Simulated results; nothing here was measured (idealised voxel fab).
The following is a process module called voxel transistor to metal.
Section cut is 290 nm wide and gridded with 5 nm square cells.
If you're reading a cross-section in this doc, picture square cells in a grid; it comes to you as bands, top ones listed first down to the bottom, and a band can be one or more rows of cells. For a band, the entry starts with two heights in nm, that of the top and then that of the bottom, and carries on with the band's materials in order from left to right, each alongside its width in nm; the word "everywhere" beside a single material means it fills the band edge to edge, and "blank" means empty space. Heights are expressed relative to 0, this being the level below which the as-received wafer comprises one material exclusively. The lowest band is unbounded in the downward direction and is denoted as in "z 0 and below". Read "30..40" as a graded width: first number on top, second number at the bottom, same change between each pair of neighbouring rows. Where a step carries "remained the same", the cross-section came out of it unchanged, cell for cell. Enclosed voids (no open way to top), threshold 8 cells or more, entry "Trapped cavities", notation width x height at distance, distance from left edge, nm. after a step's settings: what the simulator itself notes on the step. Among the settings permitted on a step's line is "overlay nm"; applied to a step with a mask, it specifies the extent to which the mask lay to the right of its planned position, whereas a negative figure signifies a position to the left. What follows is a series of pairs. Each pair shows a cross-section before one process step and the cross-section after it, and the after view is drawn only down to the lowest band that changed. Beneath each pair is the step that lies between the two, with its settings. Pairs may come from different runs of this module on the same starting wafer, so a pair continues from the one above it only where its entry headed "Prior state" says so.

-- Prior state
z 130 to 115  resist 35 nm, then blank 15 nm, then resist 110 nm, then blank 15 nm, then resist 115 nm
z 115 to 100  aC 35 nm, then blank 15 nm, then resist 5 nm, then aC 105 nm, then blank 15 nm, then resist 5 nm, then aC 110 nm
z 100 to 85  SiO2 35 nm, then blank 15 nm, then aC 5 nm, then SiO2 105 nm, then blank 15 nm, then aC 5 nm, then SiO2 110 nm
z 85 to 75  SiO2 everywhere
z 75 to 70  SiCN everywhere
z 70 to 45  SiO2 35 nm, then TiN 5 nm, then Cu 10 nm, then TiN 5 nm, then SiO2 55 nm, then TiN 5 nm, then Cu 10 nm, then TiN 5 nm, then SiO2 30 nm, then TiN 5 nm, then Cu 10 nm, then TiN 5 nm, then SiO2 55 nm, then TiN 5 nm, then Cu 10 nm, then TiN 5 nm, then SiO2 35 nm
z 45 to 40  SiCN 35 nm, then TiN 20 nm, then SiCN 55 nm, then TiN 20 nm, then SiCN 30 nm, then TiN 20 nm, then SiCN 55 nm, then TiN 20 nm, then SiCN 35 nm
z 40 to 25  SiO2 35 nm, then TiN 5 nm, then Ru 10 nm, then TiN 5 nm, then SiO2 55 nm, then TiN 5 nm, then Ru 10 nm, then TiN 5 nm, then SiO2 30 nm, then TiN 5 nm, then Ru 10 nm, then TiN 5 nm, then SiO2 55 nm, then TiN 5 nm, then Ru 10 nm, then TiN 5 nm, then SiO2 35 nm
z 25 to 15  SiO2 35 nm, then TiN 5 nm, then Ru 10 nm, then TiN 5 nm, then SiO2 15 nm, then SiCN 25 nm, then SiO2 15 nm, then TiN 5 nm, then Ru 10 nm, then TiN 5 nm, then SiO2 30 nm, then TiN 5 nm, then Ru 10 nm, then TiN 5 nm, then SiO2 15 nm, then SiCN 25 nm, then SiO2 15 nm, then TiN 5 nm, then Ru 10 nm, then TiN 5 nm, then SiO2 35 nm
z 15 to 10  SiO2 35 nm, then TiN 20 nm, then SiO2 15 nm, then polySi 25 nm, then SiO2 15 nm, then TiN 20 nm, then SiO2 30 nm, then TiN 20 nm, then SiO2 15 nm, then polySi 25 nm, then SiO2 15 nm, then TiN 20 nm, then SiO2 35 nm
z 10 to -5  SiO2 45 nm, then nSi 20 nm, then SiO2 5 nm, then polySi 25 nm, then SiO2 5 nm, then nSi 20 nm, then SiO2 50 nm, then nSi 20 nm, then SiO2 5 nm, then polySi 25 nm, then SiO2 5 nm, then nSi 20 nm, then SiO2 45 nm
z -5 to -10  SiO2 30 nm, then nSi 35 nm, then SiO2 35 nm, then nSi 35 nm, then SiO2 20 nm, then nSi 35 nm, then SiO2 35 nm, then nSi 35 nm, then SiO2 30 nm
z -10 to -25  SiO2 35 nm, then nSi 30 nm, then Si 35 nm, then nSi 30 nm, then SiO2 30 nm, then nSi 30 nm, then Si 35 nm, then nSi 30 nm, then SiO2 35 nm
z -25 to -35  SiO2 35 nm, then Si 95 nm, then SiO2 30 nm, then Si 95 nm, then SiO2 35 nm
z -35 and below  Si everywhere
Trapped cavities: none

-- Step Result
z 115 to 100  aC 35 nm, then blank 20 nm, then aC 105 nm, then blank 20 nm, then aC 110 nm
Under the height 100 nothing was changed.
Trapped cavities: none
Relating the two cross-sections above, the step in between is STRIP, etch materials resist

Prior state: unchanged from the after cross-section in the pair immediately above; refer to that figure.

-- Step Result
z 115 to 100  aC 35 nm, then blank 20 nm, then aC 105 nm, then blank 20 nm, then aC 110 nm
z 100 to 85  SiO2 35 nm, then blank 15 nm, then aC 5 nm, then SiO2 105 nm, then blank 15 nm, then aC 5 nm, then SiO2 110 nm
z 85 to 75  SiO2 35 nm, then blank 15 nm, then SiO2 110 nm, then blank 15 nm, then SiO2 115 nm
Under the height 75 nothing was changed.
Trapped cavities: none
Relating the two cross-sections above, the step in between is DIRECTIONAL_ETCH, etch materials SiO2, depth nm 10

Prior state: unchanged from the after cross-section in the pair immediately above; refer to that figure.

-- Step Result
z 115 to 100  aC 35 nm, then blank 20 nm, then aC 105 nm, then blank 20 nm, then aC 110 nm
z 100 to 85  SiO2 35 nm, then blank 15 nm, then aC 5 nm, then SiO2 105 nm, then blank 15 nm, then aC 5 nm, then SiO2 110 nm
z 85 to 75  SiO2 35 nm, then blank 15 nm, then SiO2 110 nm, then blank 15 nm, then SiO2 115 nm
z 75 to 70  SiCN 35 nm, then blank 15 nm, then SiCN 110 nm, then blank 15 nm, then SiCN 115 nm
Under the height 70 nothing was changed.
Trapped cavities: none
Relating the two cross-sections above, the step in between is DIRECTIONAL_ETCH, etch materials SiCN, depth nm 5

Prior state: unchanged from the after cross-section in the pair immediately above; refer to that figure.

-- Step Result
z 100 to 85  SiO2 35 nm, then blank 20 nm, then SiO2 105 nm, then blank 20 nm, then SiO2 110 nm
Under the height 85 nothing was changed.
Trapped cavities: none
Relating the two cross-sections above, the step in between is STRIP, etch materials aC

Prior state: unchanged from the after cross-section in the pair immediately above; refer to that figure.

-- Step Result
z 105 to 100  TiN 40 nm, then blank 10 nm, then TiN 115 nm, then blank 10 nm, then TiN 115 nm
z 100 to 90  SiO2 35 nm, then TiN 5 nm, then blank 10 nm, then TiN 5 nm, then SiO2 105 nm, then TiN 5 nm, then blank 10 nm, then TiN 5 nm, then SiO2 110 nm
z 90 to 85  SiO2 35 nm, then TiN 5 nm, then blank 5 nm, then TiN 10 nm, then SiO2 105 nm, then TiN 5 nm, then blank 5 nm, then TiN 10 nm, then SiO2 110 nm
z 85 to 75  SiO2 35 nm, then TiN 5 nm, then blank 5 nm, then TiN 5 nm, then SiO2 110 nm, then TiN 5 nm, then blank 5 nm, then TiN 5 nm, then SiO2 115 nm
z 75 to 70  SiCN 35 nm, then TiN 15 nm, then SiCN 110 nm, then TiN 15 nm, then SiCN 115 nm
Under the height 70 nothing was changed.
Trapped cavities: none
Relating the two cross-sections above, the step in between is CONFORMAL_DEP, material TiN, thk nm 5

Prior state: unchanged from the after cross-section in the pair immediately above; refer to that figure.

-- Step Result
z 115 to 105  Ru everywhere
z 105 to 100  TiN 40 nm, then Ru 10 nm, then TiN 115 nm, then Ru 10 nm, then TiN 115 nm
z 100 to 90  SiO2 35 nm, then TiN 5 nm, then Ru 10 nm, then TiN 5 nm, then SiO2 105 nm, then TiN 5 nm, then Ru 10 nm, then TiN 5 nm, then SiO2 110 nm
z 90 to 85  SiO2 35 nm, then TiN 5 nm, then Ru 5 nm, then TiN 10 nm, then SiO2 105 nm, then TiN 5 nm, then Ru 5 nm, then TiN 10 nm, then SiO2 110 nm
z 85 to 75  SiO2 35 nm, then TiN 5 nm, then Ru 5 nm, then TiN 5 nm, then SiO2 110 nm, then TiN 5 nm, then Ru 5 nm, then TiN 5 nm, then SiO2 115 nm
Under the height 75 nothing was changed.
Trapped cavities: none
Relating the two cross-sections above, the step in between is FILL_DEP, material Ru, thk nm 10

Prior state: unchanged from the after cross-section in the pair immediately above; refer to that figure.

-- Step Result
z 100 to 90  SiO2 35 nm, then TiN 5 nm, then Ru 10 nm, then TiN 5 nm, then SiO2 105 nm, then TiN 5 nm, then Ru 10 nm, then TiN 5 nm, then SiO2 110 nm
Under the height 90 nothing was changed.
Trapped cavities: none
Relating the two cross-sections above, the step in between is CMP, height nm 100

Prior state: unchanged from the after cross-section in the pair immediately above; refer to that figure.

-- Step Result
z 105 to 100  SiCN everywhere
Under the height 100 nothing was changed.
Trapped cavities: none
Relating the two cross-sections above, the step in between is CONFORMAL_DEP, material SiCN, thk nm 5

-- Prior state
z 15 to 0  blank 30 nm, then SiN 105 nm, then blank 20 nm, then SiN 105 nm, then blank 30 nm
z 0 to -5  SiO2 everywhere
z -5 to -35  SiO2 35 nm, then Si 95 nm, then SiO2 30 nm, then Si 95 nm, then SiO2 35 nm
z -35 and below  Si everywhere
Trapped cavities: none

-- Step Result
z 15 to 0  blank 30 nm, then SiN 105 nm, then blank 20 nm, then SiN 105 nm, then blank 30 nm
z 0 to -5  blank 45 nm, then SiO2 75 nm, then blank 50 nm, then SiO2 75 nm, then blank 45 nm
z -5 to -15  blank 35 nm, then Si 95 nm, then blank 30 nm, then Si 95 nm, then blank 35 nm
Under the height -15 nothing was changed.
Trapped cavities: none
Relating the two cross-sections above, the step in between is SELECTIVE_ETCH, etch materials SiO2, depth nm 15

Prior state: unchanged from the after cross-section in the pair immediately above; refer to that figure.

-- Step Result
z 0 to -5  blank 45 nm, then SiO2 75 nm, then blank 50 nm, then SiO2 75 nm, then blank 45 nm
Under the height -5 nothing was changed.
Trapped cavities: none
Relating the two cross-sections above, the step in between is STRIP, etch materials SiN

Prior state: unchanged from the after cross-section in the pair immediately above; refer to that figure.

-- Step Result
z -5 to -20  blank 35 nm, then Si 95 nm, then blank 30 nm, then Si 95 nm, then blank 35 nm
Under the height -20 nothing was changed.
Trapped cavities: none
Relating the two cross-sections above, the step in between is SELECTIVE_ETCH, etch materials SiO2, depth nm 5

Prior state: unchanged from the after cross-section in the pair immediately above; refer to that figure.

-- Step Result
z -5 to -10  blank 35 nm, then SiO2 95 nm, then blank 30 nm, then SiO2 95 nm, then blank 35 nm
z -10 to -20  blank 35 nm, then SiO2 5 nm, then Si 85 nm, then SiO2 5 nm, then blank 30 nm, then SiO2 5 nm, then Si 85 nm, then SiO2 5 nm, then blank 35 nm
z -20 to -25  SiO2 40 nm, then Si 85 nm, then SiO2 40 nm, then Si 85 nm, then SiO2 40 nm
Under the height -25 nothing was changed.
Trapped cavities: none
Relating the two cross-sections above, the step in between is OXIDIZE, depth nm 5

Prior state: unchanged from the after cross-section in the pair immediately above; refer to that figure.

-- Step Result
z 15 to 0  blank 35 nm, then polySi 95 nm, then blank 30 nm, then polySi 95 nm, then blank 35 nm
z 0 to -5  polySi everywhere
z -5 to -10  polySi 35 nm, then SiO2 95 nm, then polySi 30 nm, then SiO2 95 nm, then polySi 35 nm
z -10 to -20  polySi 35 nm, then SiO2 5 nm, then Si 85 nm, then SiO2 5 nm, then polySi 30 nm, then SiO2 5 nm, then Si 85 nm, then SiO2 5 nm, then polySi 35 nm
Under the height -20 nothing was changed.
Trapped cavities: none
Relating the two cross-sections above, the step in between is DIRECTIONAL_DEP, material polySi, thk nm 20

Prior state: unchanged from the after cross-section in the pair immediately above; refer to that figure.

-- Step Result
z 25 to 15  blank 35 nm, then SiCN 95 nm, then blank 30 nm, then SiCN 95 nm, then blank 35 nm
z 15 to 10  blank 35 nm, then polySi 95 nm, then blank 30 nm, then polySi 95 nm, then blank 35 nm
z 10 to 0  SiCN 35 nm, then polySi 95 nm, then SiCN 30 nm, then polySi 95 nm, then SiCN 35 nm
Under the height 0 nothing was changed.
Trapped cavities: none
Relating the two cross-sections above, the step in between is DIRECTIONAL_DEP, material SiCN, thk nm 10

Prior state: unchanged from the after cross-section in the pair immediately above; refer to that figure.

-- Step Result
z 25 to 15  blank 70 nm, then SiCN 25 nm, then blank 100 nm, then SiCN 25 nm, then blank 70 nm
z 15 to 0  blank 35 nm, then polySi 95 nm, then blank 30 nm, then polySi 95 nm, then blank 35 nm
Under the height 0 nothing was changed.
Trapped cavities: none
Relating the two cross-sections above, the step in between is MASKED_ETCH, tone cover, mask id GATE, width nm 25, pitch nm 125, etch materials SiCN, depth nm 20, overlay nm 0

Prior state: unchanged from the after cross-section in the pair immediately above; refer to that figure.

-- Step Result
z 25 to 15  blank 70 nm, then SiCN 25 nm, then blank 100 nm, then SiCN 25 nm, then blank 70 nm
z 15 to -5  blank 70 nm, then polySi 25 nm, then blank 100 nm, then polySi 25 nm, then blank 70 nm
z -5 to -10  blank 35 nm, then SiO2 95 nm, then blank 30 nm, then SiO2 95 nm, then blank 35 nm
z -10 to -20  blank 35 nm, then SiO2 5 nm, then Si 85 nm, then SiO2 5 nm, then blank 30 nm, then SiO2 5 nm, then Si 85 nm, then SiO2 5 nm, then blank 35 nm
Under the height -20 nothing was changed.
Trapped cavities: none
Relating the two cross-sections above, the step in between is MASKED_ETCH, tone cover, mask id GATE, width nm 25, pitch nm 125, etch materials polySi, depth nm 30, overlay nm 0

Prior state: unchanged from the after cross-section in the pair immediately above; refer to that figure.

-- Step Result
z 30 to 25  blank 65 nm, then SiO2 35 nm, then blank 90 nm, then SiO2 35 nm, then blank 65 nm
z 25 to 15  blank 65 nm, then SiO2 5 nm, then SiCN 25 nm, then SiO2 5 nm, then blank 90 nm, then SiO2 5 nm, then SiCN 25 nm, then SiO2 5 nm, then blank 65 nm
z 15 to 0  blank 65 nm, then SiO2 5 nm, then polySi 25 nm, then SiO2 5 nm, then blank 90 nm, then SiO2 5 nm, then polySi 25 nm, then SiO2 5 nm, then blank 65 nm
z 0 to -5  blank 30 nm, then SiO2 40 nm, then polySi 25 nm, then SiO2 40 nm, then blank 20 nm, then SiO2 40 nm, then polySi 25 nm, then SiO2 40 nm, then blank 30 nm
z -5 to -10  blank 30 nm, then SiO2 105 nm, then blank 20 nm, then SiO2 105 nm, then blank 30 nm
z -10 to -15  blank 30 nm, then SiO2 10 nm, then Si 85 nm, then SiO2 10 nm, then blank 20 nm, then SiO2 10 nm, then Si 85 nm, then SiO2 10 nm, then blank 30 nm
z -15 to -25  SiO2 40 nm, then Si 85 nm, then SiO2 40 nm, then Si 85 nm, then SiO2 40 nm
Under the height -25 nothing was changed.
Trapped cavities: none
Relating the two cross-sections above, the step in between is CONFORMAL_DEP, material SiO2, thk nm 5

Prior state: unchanged from the after cross-section in the pair immediately above; refer to that figure.

-- Step Result
z 25 to 15  blank 65 nm, then SiO2 5 nm, then SiCN 25 nm, then SiO2 5 nm, then blank 90 nm, then SiO2 5 nm, then SiCN 25 nm, then SiO2 5 nm, then blank 65 nm
z 15 to -5  blank 65 nm, then SiO2 5 nm, then polySi 25 nm, then SiO2 5 nm, then blank 90 nm, then SiO2 5 nm, then polySi 25 nm, then SiO2 5 nm, then blank 65 nm
z -5 to -10  blank 30 nm, then SiO2 105 nm, then blank 20 nm, then SiO2 105 nm, then blank 30 nm
z -10 to -20  blank 30 nm, then SiO2 10 nm, then Si 85 nm, then SiO2 10 nm, then blank 20 nm, then SiO2 10 nm, then Si 85 nm, then SiO2 10 nm, then blank 30 nm
Under the height -20 nothing was changed.
Trapped cavities: none
Relating the two cross-sections above, the step in between is DIRECTIONAL_ETCH, etch materials SiO2, depth nm 5

Prior state: unchanged from the after cross-section in the pair immediately above; refer to that figure.

-- Step Result
z 35 to 25  blank 55 nm, then SiN 55 nm, then blank 70 nm, then SiN 55 nm, then blank 55 nm
z 25 to 15  blank 55 nm, then SiN 10 nm, then SiO2 5 nm, then SiCN 25 nm, then SiO2 5 nm, then SiN 10 nm, then blank 70 nm, then SiN 10 nm, then SiO2 5 nm, then SiCN 25 nm, then SiO2 5 nm, then SiN 10 nm, then blank 55 nm
z 15 to 5  blank 55 nm, then SiN 10 nm, then SiO2 5 nm, then polySi 25 nm, then SiO2 5 nm, then SiN 10 nm, then blank 70 nm, then SiN 10 nm, then SiO2 5 nm, then polySi 25 nm, then SiO2 5 nm, then SiN 10 nm, then blank 55 nm
z 5 to -5  blank 20 nm, then SiN 45 nm, then SiO2 5 nm, then polySi 25 nm, then SiO2 5 nm, then SiN 90 nm, then SiO2 5 nm, then polySi 25 nm, then SiO2 5 nm, then SiN 45 nm, then blank 20 nm
z -5 to -10  blank 20 nm, then SiN 10 nm, then SiO2 105 nm, then SiN 20 nm, then SiO2 105 nm, then SiN 10 nm, then blank 20 nm
z -10 to -20  SiN 30 nm, then SiO2 10 nm, then Si 85 nm, then SiO2 10 nm, then SiN 20 nm, then SiO2 10 nm, then Si 85 nm, then SiO2 10 nm, then SiN 30 nm
Under the height -20 nothing was changed.
Trapped cavities: none
Relating the two cross-sections above, the step in between is CONFORMAL_DEP, material SiN, thk nm 10

Prior state: unchanged from the after cross-section in the pair immediately above; refer to that figure.

-- Step Result
z 25 to 15  blank 55 nm, then SiN 10 nm, then SiO2 5 nm, then SiCN 25 nm, then SiO2 5 nm, then SiN 10 nm, then blank 70 nm, then SiN 10 nm, then SiO2 5 nm, then SiCN 25 nm, then SiO2 5 nm, then SiN 10 nm, then blank 55 nm
z 15 to -5  blank 55 nm, then SiN 10 nm, then SiO2 5 nm, then polySi 25 nm, then SiO2 5 nm, then SiN 10 nm, then blank 70 nm, then SiN 10 nm, then SiO2 5 nm, then polySi 25 nm, then SiO2 5 nm, then SiN 10 nm, then blank 55 nm
z -5 to -10  blank 20 nm, then SiN 10 nm, then SiO2 105 nm, then SiN 20 nm, then SiO2 105 nm, then SiN 10 nm, then blank 20 nm
z -10 to -20  blank 20 nm, then SiN 10 nm, then SiO2 10 nm, then Si 85 nm, then SiO2 10 nm, then SiN 20 nm, then SiO2 10 nm, then Si 85 nm, then SiO2 10 nm, then SiN 10 nm, then blank 20 nm
Under the height -20 nothing was changed.
Trapped cavities: none
Relating the two cross-sections above, the step in between is DIRECTIONAL_ETCH, etch materials SiN, depth nm 10

Prior state: unchanged from the after cross-section in the pair immediately above; refer to that figure.

-- Step Result
z 25 to 20  blank 55 nm, then SiN 10 nm, then blank 5 nm, then SiCN 25 nm, then blank 5 nm, then SiN 10 nm, then blank 70 nm, then SiN 10 nm, then blank 5 nm, then SiCN 25 nm, then blank 5 nm, then SiN 10 nm, then blank 55 nm
z 20 to 15  blank 55 nm, then SiN 10 nm, then SiO2 5 nm, then SiCN 25 nm, then SiO2 5 nm, then SiN 10 nm, then blank 70 nm, then SiN 10 nm, then SiO2 5 nm, then SiCN 25 nm, then SiO2 5 nm, then SiN 10 nm, then blank 55 nm
z 15 to -5  blank 55 nm, then SiN 10 nm, then SiO2 5 nm, then polySi 25 nm, then SiO2 5 nm, then SiN 10 nm, then blank 70 nm, then SiN 10 nm, then SiO2 5 nm, then polySi 25 nm, then SiO2 5 nm, then SiN 10 nm, then blank 55 nm
z -5 to -10  blank 20 nm, then SiN 10 nm, then blank 25 nm, then SiO2 55 nm, then blank 25 nm, then SiN 20 nm, then blank 25 nm, then SiO2 55 nm, then blank 25 nm, then SiN 10 nm, then blank 20 nm
z -10 to -20  blank 20 nm, then SiN 10 nm, then SiO2 10 nm, then Si 85 nm, then SiO2 10 nm, then SiN 20 nm, then SiO2 10 nm, then Si 85 nm, then SiO2 10 nm, then SiN 10 nm, then blank 20 nm
z -20 to -25  blank 20 nm, then SiO2 20 nm, then Si 85 nm, then SiO2 40 nm, then Si 85 nm, then SiO2 20 nm, then blank 20 nm
Under the height -25 nothing was changed.
Trapped cavities: none
Relating the two cross-sections above, the step in between is DIRECTIONAL_ETCH, etch materials SiO2, depth nm 5

Prior state: unchanged from the after cross-section in the pair immediately above; refer to that figure.

-- Step Result
z 25 to 20  blank 55 nm, then SiN 10 nm, then blank 5 nm, then SiCN 25 nm, then blank 5 nm, then SiN 10 nm, then blank 70 nm, then SiN 10 nm, then blank 5 nm, then SiCN 25 nm, then blank 5 nm, then SiN 10 nm, then blank 55 nm
z 20 to 15  blank 55 nm, then SiN 10 nm, then SiO2 5 nm, then SiCN 25 nm, then SiO2 5 nm, then SiN 10 nm, then blank 70 nm, then SiN 10 nm, then SiO2 5 nm, then SiCN 25 nm, then SiO2 5 nm, then SiN 10 nm, then blank 55 nm
z 15 to -5  blank 55 nm, then SiN 10 nm, then SiO2 5 nm, then polySi 25 nm, then SiO2 5 nm, then SiN 10 nm, then blank 70 nm, then SiN 10 nm, then SiO2 5 nm, then polySi 25 nm, then SiO2 5 nm, then SiN 10 nm, then blank 55 nm
z -5 to -10  blank 20 nm, then SiN 10 nm, then blank 25 nm, then SiO2 55 nm, then blank 25 nm, then SiN 20 nm, then blank 25 nm, then SiO2 55 nm, then blank 25 nm, then SiN 10 nm, then blank 20 nm
z -10 to -20  blank 20 nm, then SiN 10 nm, then SiO2 10 nm, then blank 15 nm, then Si 55 nm, then blank 15 nm, then SiO2 10 nm, then SiN 20 nm, then SiO2 10 nm, then blank 15 nm, then Si 55 nm, then blank 15 nm, then SiO2 10 nm, then SiN 10 nm, then blank 20 nm
z -20 to -25  blank 20 nm, then SiO2 20 nm, then blank 15 nm, then Si 55 nm, then blank 15 nm, then SiO2 40 nm, then blank 15 nm, then Si 55 nm, then blank 15 nm, then SiO2 20 nm, then blank 20 nm
Under the height -25 nothing was changed.
Trapped cavities: none
Relating the two cross-sections above, the step in between is DIRECTIONAL_ETCH, etch materials Si, depth nm 15

Prior state: unchanged from the after cross-section in the pair immediately above; refer to that figure.

-- Step Result
z 25 to 20  blank 55 nm, then SiN 10 nm, then blank 5 nm, then SiCN 25 nm, then blank 5 nm, then SiN 10 nm, then blank 70 nm, then SiN 10 nm, then blank 5 nm, then SiCN 25 nm, then blank 5 nm, then SiN 10 nm, then blank 55 nm
z 20 to 15  blank 55 nm, then SiN 10 nm, then SiO2 5 nm, then SiCN 25 nm, then SiO2 5 nm, then SiN 10 nm, then blank 70 nm, then SiN 10 nm, then SiO2 5 nm, then SiCN 25 nm, then SiO2 5 nm, then SiN 10 nm, then blank 55 nm
z 15 to 10  blank 55 nm, then SiN 10 nm, then SiO2 5 nm, then polySi 25 nm, then SiO2 5 nm, then SiN 10 nm, then blank 70 nm, then SiN 10 nm, then SiO2 5 nm, then polySi 25 nm, then SiO2 5 nm, then SiN 10 nm, then blank 55 nm
z 10 to -5  blank 35 nm, then nSi 20 nm, then SiN 10 nm, then SiO2 5 nm, then polySi 25 nm, then SiO2 5 nm, then SiN 10 nm, then nSi 20 nm, then blank 30 nm, then nSi 20 nm, then SiN 10 nm, then SiO2 5 nm, then polySi 25 nm, then SiO2 5 nm, then SiN 10 nm, then nSi 20 nm, then blank 35 nm
z -5 to -10  blank 20 nm, then SiN 10 nm, then blank 5 nm, then nSi 20 nm, then SiO2 55 nm, then nSi 20 nm, then blank 5 nm, then SiN 20 nm, then blank 5 nm, then nSi 20 nm, then SiO2 55 nm, then nSi 20 nm, then blank 5 nm, then SiN 10 nm, then blank 20 nm
z -10 to -20  blank 20 nm, then SiN 10 nm, then SiO2 10 nm, then nSi 15 nm, then Si 55 nm, then nSi 15 nm, then SiO2 10 nm, then SiN 20 nm, then SiO2 10 nm, then nSi 15 nm, then Si 55 nm, then nSi 15 nm, then SiO2 10 nm, then SiN 10 nm, then blank 20 nm
z -20 to -25  blank 20 nm, then SiO2 20 nm, then nSi 15 nm, then Si 55 nm, then nSi 15 nm, then SiO2 40 nm, then nSi 15 nm, then Si 55 nm, then nSi 15 nm, then SiO2 20 nm, then blank 20 nm
Under the height -25 nothing was changed.
Trapped cavities: none
Relating the two cross-sections above, the step in between is EPI, material nSi, thk nm 20

Prior state: unchanged from the after cross-section in the pair immediately above; refer to that figure.

-- Step Result
z 35 to 25  SiO2 everywhere
z 25 to 15  SiO2 55 nm, then SiN 10 nm, then SiO2 5 nm, then SiCN 25 nm, then SiO2 5 nm, then SiN 10 nm, then SiO2 70 nm, then SiN 10 nm, then SiO2 5 nm, then SiCN 25 nm, then SiO2 5 nm, then SiN 10 nm, then SiO2 55 nm
z 15 to 10  SiO2 55 nm, then SiN 10 nm, then SiO2 5 nm, then polySi 25 nm, then SiO2 5 nm, then SiN 10 nm, then SiO2 70 nm, then SiN 10 nm, then SiO2 5 nm, then polySi 25 nm, then SiO2 5 nm, then SiN 10 nm, then SiO2 55 nm
z 10 to -5  SiO2 35 nm, then nSi 20 nm, then SiN 10 nm, then SiO2 5 nm, then polySi 25 nm, then SiO2 5 nm, then SiN 10 nm, then nSi 20 nm, then SiO2 30 nm, then nSi 20 nm, then SiN 10 nm, then SiO2 5 nm, then polySi 25 nm, then SiO2 5 nm, then SiN 10 nm, then nSi 20 nm, then SiO2 35 nm
z -5 to -10  SiO2 20 nm, then SiN 10 nm, then SiO2 5 nm, then nSi 20 nm, then SiO2 55 nm, then nSi 20 nm, then SiO2 5 nm, then SiN 20 nm, then SiO2 5 nm, then nSi 20 nm, then SiO2 55 nm, then nSi 20 nm, then SiO2 5 nm, then SiN 10 nm, then SiO2 20 nm
z -10 to -20  SiO2 20 nm, then SiN 10 nm, then SiO2 10 nm, then nSi 15 nm, then Si 55 nm, then nSi 15 nm, then SiO2 10 nm, then SiN 20 nm, then SiO2 10 nm, then nSi 15 nm, then Si 55 nm, then nSi 15 nm, then SiO2 10 nm, then SiN 10 nm, then SiO2 20 nm
z -20 to -25  SiO2 40 nm, then nSi 15 nm, then Si 55 nm, then nSi 15 nm, then SiO2 40 nm, then nSi 15 nm, then Si 55 nm, then nSi 15 nm, then SiO2 40 nm
Under the height -25 nothing was changed.
Trapped cavities: none
Relating the two cross-sections above, the step in between is FILL_DEP, material SiO2, thk nm 10

Prior state: unchanged from the after cross-section in the pair immediately above; refer to that figure.

-- Step Result
z 25 to 15  SiO2 55 nm, then SiN 10 nm, then SiO2 5 nm, then SiCN 25 nm, then SiO2 5 nm, then SiN 10 nm, then SiO2 70 nm, then SiN 10 nm, then SiO2 5 nm, then SiCN 25 nm, then SiO2 5 nm, then SiN 10 nm, then SiO2 55 nm
Under the height 15 nothing was changed.
Trapped cavities: none
Relating the two cross-sections above, the step in between is CMP, height nm 25

Prior state: unchanged from the after cross-section in the pair immediately above; refer to that figure.

-- Step Result
z 40 to 25  SiO2 everywhere
Under the height 25 nothing was changed.
Trapped cavities: none
Relating the two cross-sections above, the step in between is DIRECTIONAL_DEP, material SiO2, thk nm 15

Prior state: unchanged from the after cross-section in the pair immediately above; refer to that figure.

-- Step Result
z 40 to 25  SiO2 35 nm, then blank 20 nm, then SiO2 55 nm, then blank 20 nm, then SiO2 30 nm, then blank 20 nm, then SiO2 55 nm, then blank 20 nm, then SiO2 35 nm
z 25 to 15  SiO2 35 nm, then blank 20 nm, then SiN 10 nm, then SiO2 5 nm, then SiCN 25 nm, then SiO2 5 nm, then SiN 10 nm, then blank 20 nm, then SiO2 30 nm, then blank 20 nm, then SiN 10 nm, then SiO2 5 nm, then SiCN 25 nm, then SiO2 5 nm, then SiN 10 nm, then blank 20 nm, then SiO2 35 nm
z 15 to 10  SiO2 35 nm, then blank 20 nm, then SiN 10 nm, then SiO2 5 nm, then polySi 25 nm, then SiO2 5 nm, then SiN 10 nm, then blank 20 nm, then SiO2 30 nm, then blank 20 nm, then SiN 10 nm, then SiO2 5 nm, then polySi 25 nm, then SiO2 5 nm, then SiN 10 nm, then blank 20 nm, then SiO2 35 nm
Under the height 10 nothing was changed.
Trapped cavities: none
Relating the two cross-sections above, the step in between is MASKED_ETCH, tone open, mask id CONTACT, width nm 20, etch materials SiO2, depth nm 30, overlay nm 0

Prior state: unchanged from the after cross-section in the pair immediately above; refer to that figure.

-- Step Result
z 45 to 40  TiN 40 nm, then blank 10 nm, then TiN 65 nm, then blank 10 nm, then TiN 40 nm, then blank 10 nm, then TiN 65 nm, then blank 10 nm, then TiN 40 nm
z 40 to 25  SiO2 35 nm, then TiN 5 nm, then blank 10 nm, then TiN 5 nm, then SiO2 55 nm, then TiN 5 nm, then blank 10 nm, then TiN 5 nm, then SiO2 30 nm, then TiN 5 nm, then blank 10 nm, then TiN 5 nm, then SiO2 55 nm, then TiN 5 nm, then blank 10 nm, then TiN 5 nm, then SiO2 35 nm
z 25 to 15  SiO2 35 nm, then TiN 5 nm, then blank 10 nm, then TiN 5 nm, then SiN 10 nm, then SiO2 5 nm, then SiCN 25 nm, then SiO2 5 nm, then SiN 10 nm, then TiN 5 nm, then blank 10 nm, then TiN 5 nm, then SiO2 30 nm, then TiN 5 nm, then blank 10 nm, then TiN 5 nm, then SiN 10 nm, then SiO2 5 nm, then SiCN 25 nm, then SiO2 5 nm, then SiN 10 nm, then TiN 5 nm, then blank 10 nm, then TiN 5 nm, then SiO2 35 nm
z 15 to 10  SiO2 35 nm, then TiN 20 nm, then SiN 10 nm, then SiO2 5 nm, then polySi 25 nm, then SiO2 5 nm, then SiN 10 nm, then TiN 20 nm, then SiO2 30 nm, then TiN 20 nm, then SiN 10 nm, then SiO2 5 nm, then polySi 25 nm, then SiO2 5 nm, then SiN 10 nm, then TiN 20 nm, then SiO2 35 nm
Under the height 10 nothing was changed.
Trapped cavities: none
Relating the two cross-sections above, the step in between is CONFORMAL_DEP, material TiN, thk nm 5
